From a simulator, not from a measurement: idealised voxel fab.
Presented below is a process module, voxel self aligned vias.
Shown is cross-section cut, with a width of 210 nm and square cells of size 5 nm.
Cross-sections here: square-cell grids, written as top-down lists of bands, a band being one or more rows of cells. Heads up on the band format: heights come first, top then bottom, in nm. After that it's the materials left to right, each with its width in nm. A single material flagged "everywhere" fills the whole band edge to edge, and "blank" means there's empty space there. Beneath 0, the wafer as received is one material, and that level is where height counting begins. The lowest band goes on downward without a bottom; it is written like "0 and below". Width "30->40": first value at the band's top row of cells, second value at its bottom row, equal change from row to row. It should be understood that the words "nothing changed", when stated for a given step, signify that the cross-section underwent no change in any of its cells during that step. Empty spaces without an open route to the top, at least 8 cells in extent, make up the entry "Closed void catalog"; each is given as width x height at distance, where the distance is measured from the left edge, and all are in nm. Heads up: the bit after the settings on a step's line is the simulator's remark on that step. overlay nm: for a step with a mask, the amount by which the mask lay right of where it was planned; a negative amount means left of it.
### The planned process steps are enumerated hereunder
1) RECEIVE (material Si)
2) CONFORMAL_DEP (material SiO2; thk nm 10)
3) CONFORMAL_DEP (material SiCN; thk nm 5)
4) DIRECTIONAL_DEP (material SiO2; thk nm 25)
5) DIRECTIONAL_DEP (material aC; thk nm 15)
6) PATTERN (tone open; mask id LINES; material resist; width nm 20; pitch nm 65; thk nm 30; overlay nm 0)
7) DIRECTIONAL_ETCH (etch materials aC; depth nm 15)
8) STRIP (etch materials resist)
9) DIRECTIONAL_ETCH (etch materials SiO2; depth nm 25)
10) STRIP (etch materials aC)
11) CONFORMAL_DEP (material TiN; thk nm 5)
12) FILL_DEP (material Ru; thk nm 10)
13) CMP (height nm 40)
14) SELECTIVE_ETCH (etch materials W Ru TiN; depth nm 10)
15) FILL_DEP (material SiN; thk nm 5)
16) CMP (height nm 40)
17) DIRECTIONAL_DEP (material SiO2; thk nm 20)
18) MASKED_ETCH (tone open; mask id VIAS; width nm 40; pitch nm 130; etch materials SiO2; depth nm 20; overlay nm 0)
19) MASKED_ETCH (tone open; mask id VIAS; width nm 40; pitch nm 130; etch materials SiN; depth nm 10; overlay nm 0)
20) CONFORMAL_DEP (material TiN; thk nm 5)
21) FILL_DEP (material Cu; thk nm 10)
22) CMP (height nm 60)
23) CONFORMAL_DEP (material SiCN; thk nm 5)
### Incoming wafer in cross-section (state: after step 1)
- 0 and below = Si everywhere
- Closed void catalog: none
### Here's the cross-section of the first of our two wafers at the end of the module - it ran as planned
- 65 down to 60 = SiCN everywhere
- 60 down to 45 = SiO2=20, TiN=5, Cu=30, TiN=5, SiO2=90, TiN=5, Cu=30, TiN=5, SiO2=20
- 45 down to 40 = SiO2=20, TiN=15, Cu=10, TiN=15, SiO2=90, TiN=15, Cu=10, TiN=15, SiO2=20
- 40 down to 35 = SiO2=30, TiN=5, Cu=10, TiN=5, SiO2=45, SiN=20, SiO2=45, TiN=5, Cu=10, TiN=5, SiO2=30
- 35 down to 30 = SiO2=30, TiN=20, SiO2=45, SiN=20, SiO2=45, TiN=20, SiO2=30
- 30 down to 20 = SiO2=30, TiN=5, Ru=10, TiN=5, SiO2=45, TiN=5, Ru=10, TiN=5, SiO2=45, TiN=5, Ru=10, TiN=5, SiO2=30
- 20 down to 15 = SiO2=30, TiN=20, SiO2=45, TiN=20, SiO2=45, TiN=20, SiO2=30
- 15 down to 10 = SiCN everywhere
- 10 down to 0 = SiO2 everywhere
- 0 and below = Si everywhere
- Closed void catalog: none
### Cross-section, second wafer: same start as the first, same plan as the first, one mistake in running it; taken at the end of the module
- 65 down to 60 = SiCN everywhere
- 60 down to 45 = SiO2=20, TiN=5, Cu=30, TiN=5, SiO2=90, TiN=5, Cu=30, TiN=5, SiO2=20
- 45 down to 40 = SiO2=20, TiN=20, Cu=5, TiN=15, SiO2=90, TiN=20, Cu=5, TiN=15, SiO2=20
- 40 down to 35 = SiO2=35, TiN=5, Cu=5, TiN=5, SiO2=50, SiN=15, SiO2=50, TiN=5, Cu=5, TiN=5, SiO2=30
- 35 down to 30 = SiO2=35, TiN=15, SiO2=50, SiN=15, SiO2=50, TiN=15, SiO2=30
- 30 down to 20 = SiO2=35, TiN=5, Ru=5, TiN=5, SiO2=50, TiN=5, Ru=5, TiN=5, SiO2=50, TiN=5, Ru=5, TiN=5, SiO2=30
- 20 down to 15 = SiO2=35, TiN=15, SiO2=50, TiN=15, SiO2=50, TiN=15, SiO2=30
- 15 down to 10 = SiCN everywhere
- 10 down to 0 = SiO2 everywhere
- 0 and below = Si everywhere
- Closed void catalog: none
Finding, execution versus plan: step 6: run off-plan, actual operation and settings PATTERN (tone open; mask id LINES; material resist; width nm 15; pitch nm 65; thk nm 30; overlay nm 0)
The final cell counts differ between the wafers, with the second having more or fewer of some materials than the first: Cu: 4 fewer; Ru: 6 fewer; SiN: 2 fewer; SiO2: 15 more; TiN: 3 fewer
